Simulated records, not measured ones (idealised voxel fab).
Name of the process module below: voxel double patterning
The figure presents cross-section cut, which has a width of 170 nm and is divided into square cells with an edge length of 5 nm.
Cross-sections here: square-cell grids, written as top-down lists of bands, a band being one or more rows of cells.
Top, bottom (nm), then materials left to right with widths (nm); lone material tagged "all across" fills the whole band edge to edge; "air" = empty space.
Below 0: as-received wafer, all one material; heights counted from there. Lowest band: no bottom, goes on down, written "0 -> down".
The notation "30 to 40" denotes a width that varies across the rows of cells in the band, beginning at the first number in the top row, finishing at the second number in the bottom row, and changing by an identical amount from each row to the next.
Any step labelled "same as before" changed none of the cells in the cross-section.
In the "Sealed voids" entry, you get each enclosed empty space of 8 cells or more, one with no open way to the top, written width x height at distance, distance from the left edge, in nm.
after a step's settings: what the simulator itself notes on the step
You can add "overlay nm" to a step's line. For a step with a mask, it describes how far the mask lay to the right of its planned position, and a negative number describes a lay to the left.

## plan
1 RECEIVE | material Si
2 CONFORMAL_DEP | material SiO2 | thk nm 5
3 DIRECTIONAL_DEP | material TiN | thk nm 20
4 DIRECTIONAL_DEP | material SiN | thk nm 10
5 MASKED_ETCH | tone open | mask id FIRST | width nm 15 | pitch nm 50 | etch materials SiN | depth nm 10 | overlay nm 0
6 DIRECTIONAL_DEP | material aC | thk nm 10
7 PATTERN | tone open | mask id SECOND | material resist | width nm 15 | thk nm 30 | overlay nm 0
8 DIRECTIONAL_ETCH | etch materials aC | depth nm 10
9 STRIP | etch materials resist
10 DIRECTIONAL_ETCH | etch materials SiN | depth nm 10
11 STRIP | etch materials aC
12 DIRECTIONAL_ETCH | etch materials TiN | depth nm 20
13 STRIP | etch materials SiN

## As received (post step 1): cross-section
    0 -> down | Si all across
    Sealed voids: none

## Wafer at module end, in section. Began as above, planned as above, run with one mistake
    25 -> 5 | 50 of TiN, 15 of air, 20 of TiN, 30 of air, 55 of TiN
    5 -> 0 | SiO2 all across
    0 -> down | Si all across
    Sealed voids: none
What went wrong in running the wafer? step 7 was processed under conditions differing from the plan, specifically as PATTERN | tone open | mask id SECOND | material resist | width nm 15 | thk nm 30 | overlay nm 10
